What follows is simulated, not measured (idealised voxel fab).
process module | voxel trench capacitor
The width of the displayed cross-section, cut, is 295 nm; its cells are square, with a size of 5 nm.
Throughout this document, each cross-section is represented as a grid of square cells and is presented as a sequence of bands enumerated from the top downward, where a band comprises one or more rows of cells. Basically the band line says how high the top is and how high the bottom is, in nm, and then what's in it from left to right, every material with its width in nm. Empty space shows up as "air", and if a single material carries "full width" it runs the full band edge to edge. Ref level 0: as-received wafer is one material below here. Bottom band extends down with no lower bound ("top 0, no bottom"). The notation "30 to 40" denotes a width that varies across the rows of cells in the band, beginning at the first number in the top row, finishing at the second number in the bottom row, and changing by an identical amount from each row to the next. No cell of the cross-section changed in a step that is given as "no alterations made". Any empty space of 8 cells or more lacking an open way to the top shows up in "Enclosed internal cavities" as width x height at distance, distance from the left edge, in nm. On each step's line, the part that comes after the settings is the simulator's own comment on the step. A step's line can hold "overlay nm"; with a mask on that step, the setting says how far right of the planned place the mask lay, while a negative setting says it lay to the left.

The following list gives the planned process steps
| 1 | op RECEIVE | material Si |
| 2 | op CONFORMAL_DEP | material SiN | thk nm 5 |
| 3 | op DIRECTIONAL_DEP | material aC | thk nm 10 |
| 4 | op PATTERN | tone open | mask id TRENCH | material resist | width nm 20 | pitch nm 50 | thk nm 30 | overlay nm 0 |
| 5 | op DIRECTIONAL_ETCH | etch materials aC | depth nm 10 |
| 6 | op STRIP | etch materials resist |
| 7 | op DIRECTIONAL_ETCH | etch materials SiN | depth nm 5 |
| 8 | op DIRECTIONAL_ETCH | etch materials Si | depth nm 35 |
| 9 | op STRIP | etch materials aC |
| 10 | op CONFORMAL_DEP | material SiO2 | thk nm 5 |
| 11 | op FILL_DEP | material polySi | thk nm 10 |
| 12 | op CMP | height nm 5 |

First wafer out of two, processed as planned

Incoming wafer, cross-sectional view, post step 1
> top 0, no bottom  Si full width
> Enclosed internal cavities: none

The wafer, seen in cross-section, after step 2
> top 5, bottom 0  SiN full width
> For the remainder of the cross-section, below 0, there is no change.

The wafer, seen in cross-section, after step 3
> top 15, bottom 5  aC full width
> For the remainder of the cross-section, below 5, there is no change.

The wafer, seen in cross-section, after step 4
> top 45, bottom 15  resist 60 nm / air 20 nm / resist 30 nm / air 20 nm / resist 30 nm / air 20 nm / resist 30 nm / air 20 nm / resist 65 nm
> For the remainder of the cross-section, below 15, there is no change.

The wafer, seen in cross-section, after step 5
> top 35, bottom 15  resist 60 nm / air 20 nm / resist 30 nm / air 20 nm / resist 30 nm / air 20 nm / resist 30 nm / air 20 nm / resist 65 nm
> top 15, bottom 5  aC 60 nm / air 20 nm / aC 30 nm / air 20 nm / aC 30 nm / air 20 nm / aC 30 nm / air 20 nm / aC 65 nm
> For the remainder of the cross-section, below 5, there is no change.

The wafer, seen in cross-section, after step 6
> top 15, bottom 5  aC 60 nm / air 20 nm / aC 30 nm / air 20 nm / aC 30 nm / air 20 nm / aC 30 nm / air 20 nm / aC 65 nm
> For the remainder of the cross-section, below 5, there is no change.

The wafer, seen in cross-section, after step 7
> top 15, bottom 5  aC 60 nm / air 20 nm / aC 30 nm / air 20 nm / aC 30 nm / air 20 nm / aC 30 nm / air 20 nm / aC 65 nm
> top 5, bottom 0  SiN 60 nm / air 20 nm / SiN 30 nm / air 20 nm / SiN 30 nm / air 20 nm / SiN 30 nm / air 20 nm / SiN 65 nm
> For the remainder of the cross-section, below 0, there is no change.

The wafer, seen in cross-section, after step 8
> top 15, bottom 5  aC 60 nm / air 20 nm / aC 30 nm / air 20 nm / aC 30 nm / air 20 nm / aC 30 nm / air 20 nm / aC 65 nm
> top 5, bottom 0  SiN 60 nm / air 20 nm / SiN 30 nm / air 20 nm / SiN 30 nm / air 20 nm / SiN 30 nm / air 20 nm / SiN 65 nm
> top 0, bottom -35  Si 60 nm / air 20 nm / Si 30 nm / air 20 nm / Si 30 nm / air 20 nm / Si 30 nm / air 20 nm / Si 65 nm
> For the remainder of the cross-section, below -35, there is no change.

The wafer, seen in cross-section, after step 9
> top 5, bottom 0  SiN 60 nm / air 20 nm / SiN 30 nm / air 20 nm / SiN 30 nm / air 20 nm / SiN 30 nm / air 20 nm / SiN 65 nm
> For the remainder of the cross-section, below 0, there is no change.

The wafer, seen in cross-section, after step 10
> top 10, bottom 5  SiO2 65 nm / air 10 nm / SiO2 40 nm / air 10 nm / SiO2 40 nm / air 10 nm / SiO2 40 nm / air 10 nm / SiO2 70 nm
> top 5, bottom 0  SiN 60 nm / SiO2 5 nm / air 10 nm / SiO2 5 nm / SiN 30 nm / SiO2 5 nm / air 10 nm / SiO2 5 nm / SiN 30 nm / SiO2 5 nm / air 10 nm / SiO2 5 nm / SiN 30 nm / SiO2 5 nm / air 10 nm / SiO2 5 nm / SiN 65 nm
> top 0, bottom -30  Si 60 nm / SiO2 5 nm / air 10 nm / SiO2 5 nm / Si 30 nm / SiO2 5 nm / air 10 nm / SiO2 5 nm / Si 30 nm / SiO2 5 nm / air 10 nm / SiO2 5 nm / Si 30 nm / SiO2 5 nm / air 10 nm / SiO2 5 nm / Si 65 nm
> top -30, bottom -35  Si 60 nm / SiO2 20 nm / Si 30 nm / SiO2 20 nm / Si 30 nm / SiO2 20 nm / Si 30 nm / SiO2 20 nm / Si 65 nm
> For the remainder of the cross-section, below -35, there is no change.

The wafer, seen in cross-section, after step 11
> top 20, bottom 10  polySi full width
> top 10, bottom 5  SiO2 65 nm / polySi 10 nm / SiO2 40 nm / polySi 10 nm / SiO2 40 nm / polySi 10 nm / SiO2 40 nm / polySi 10 nm / SiO2 70 nm
> top 5, bottom 0  SiN 60 nm / SiO2 5 nm / polySi 10 nm / SiO2 5 nm / SiN 30 nm / SiO2 5 nm / polySi 10 nm / SiO2 5 nm / SiN 30 nm / SiO2 5 nm / polySi 10 nm / SiO2 5 nm / SiN 30 nm / SiO2 5 nm / polySi 10 nm / SiO2 5 nm / SiN 65 nm
> top 0, bottom -30  Si 60 nm / SiO2 5 nm / polySi 10 nm / SiO2 5 nm / Si 30 nm / SiO2 5 nm / polySi 10 nm / SiO2 5 nm / Si 30 nm / SiO2 5 nm / polySi 10 nm / SiO2 5 nm / Si 30 nm / SiO2 5 nm / polySi 10 nm / SiO2 5 nm / Si 65 nm
> For the remainder of the cross-section, below -30, there is no change.

The wafer, seen in cross-section, after step 12
> top 5, bottom 0  SiN 60 nm / SiO2 5 nm / polySi 10 nm / SiO2 5 nm / SiN 30 nm / SiO2 5 nm / polySi 10 nm / SiO2 5 nm / SiN 30 nm / SiO2 5 nm / polySi 10 nm / SiO2 5 nm / SiN 30 nm / SiO2 5 nm / polySi 10 nm / SiO2 5 nm / SiN 65 nm
> For the remainder of the cross-section, below 0, there is no change.

It is to be noted that the second wafer proceeded from the same initial state and according to the same plan as the first, although one mistake was committed in its execution; through step 7, inclusive, the two wafers share an identical history

Second wafer at the planned finish of step 8, seen in cross-section
> top 15, bottom 5  aC 60 nm / air 20 nm / aC 30 nm / air 20 nm / aC 30 nm / air 20 nm / aC 30 nm / air 20 nm / aC 65 nm
> top 5, bottom 0  SiN 60 nm / air 20 nm / SiN 30 nm / air 20 nm / SiN 30 nm / air 20 nm / SiN 30 nm / air 20 nm / SiN 65 nm
> top 0, bottom -45  Si 60 nm / air 20 nm / Si 30 nm / air 20 nm / Si 30 nm / air 20 nm / Si 30 nm / air 20 nm / Si 65 nm
> For the remainder of the cross-section, below -45, there is no change.

Second wafer at the planned finish of step 9, seen in cross-section
> top 5, bottom 0  SiN 60 nm / air 20 nm / SiN 30 nm / air 20 nm / SiN 30 nm / air 20 nm / SiN 30 nm / air 20 nm / SiN 65 nm
> For the remainder of the cross-section, below 0, there is no change.

Second wafer at the planned finish of step 10, seen in cross-section
> top 10, bottom 5  SiO2 65 nm / air 10 nm / SiO2 40 nm / air 10 nm / SiO2 40 nm / air 10 nm / SiO2 40 nm / air 10 nm / SiO2 70 nm
> top 5, bottom 0  SiN 60 nm / SiO2 5 nm / air 10 nm / SiO2 5 nm / SiN 30 nm / SiO2 5 nm / air 10 nm / SiO2 5 nm / SiN 30 nm / SiO2 5 nm / air 10 nm / SiO2 5 nm / SiN 30 nm / SiO2 5 nm / air 10 nm / SiO2 5 nm / SiN 65 nm
> top 0, bottom -40  Si 60 nm / SiO2 5 nm / air 10 nm / SiO2 5 nm / Si 30 nm / SiO2 5 nm / air 10 nm / SiO2 5 nm / Si 30 nm / SiO2 5 nm / air 10 nm / SiO2 5 nm / Si 30 nm / SiO2 5 nm / air 10 nm / SiO2 5 nm / Si 65 nm
> top -40, bottom -45  Si 60 nm / SiO2 20 nm / Si 30 nm / SiO2 20 nm / Si 30 nm / SiO2 20 nm / Si 30 nm / SiO2 20 nm / Si 65 nm
> For the remainder of the cross-section, below -45, there is no change.

Second wafer at the planned finish of step 11, seen in cross-section
> top 20, bottom 10  polySi full width
> top 10, bottom 5  SiO2 65 nm / polySi 10 nm / SiO2 40 nm / polySi 10 nm / SiO2 40 nm / polySi 10 nm / SiO2 40 nm / polySi 10 nm / SiO2 70 nm
> top 5, bottom 0  SiN 60 nm / SiO2 5 nm / polySi 10 nm / SiO2 5 nm / SiN 30 nm / SiO2 5 nm / polySi 10 nm / SiO2 5 nm / SiN 30 nm / SiO2 5 nm / polySi 10 nm / SiO2 5 nm / SiN 30 nm / SiO2 5 nm / polySi 10 nm / SiO2 5 nm / SiN 65 nm
> top 0, bottom -40  Si 60 nm / SiO2 5 nm / polySi 10 nm / SiO2 5 nm / Si 30 nm / SiO2 5 nm / polySi 10 nm / SiO2 5 nm / Si 30 nm / SiO2 5 nm / polySi 10 nm / SiO2 5 nm / Si 30 nm / SiO2 5 nm / polySi 10 nm / SiO2 5 nm / Si 65 nm
> For the remainder of the cross-section, below -40, there is no change.

Second wafer at the planned finish of step 12, seen in cross-section
> top 5, bottom 0  SiN 60 nm / SiO2 5 nm / polySi 10 nm / SiO2 5 nm / SiN 30 nm / SiO2 5 nm / polySi 10 nm / SiO2 5 nm / SiN 30 nm / SiO2 5 nm / polySi 10 nm / SiO2 5 nm / SiN 30 nm / SiO2 5 nm / polySi 10 nm / SiO2 5 nm / SiN 65 nm
> For the remainder of the cross-section, below 0, there is no change.
Where did the run depart from the plan? off-plan run, step 8, actual operation and settings op DIRECTIONAL_ETCH | etch materials Si | depth nm 45
In the final state, the cell counts of the second wafer exceed or fall short of those of the first for the following materials: -32 Si, +16 SiO2, +16 polySi
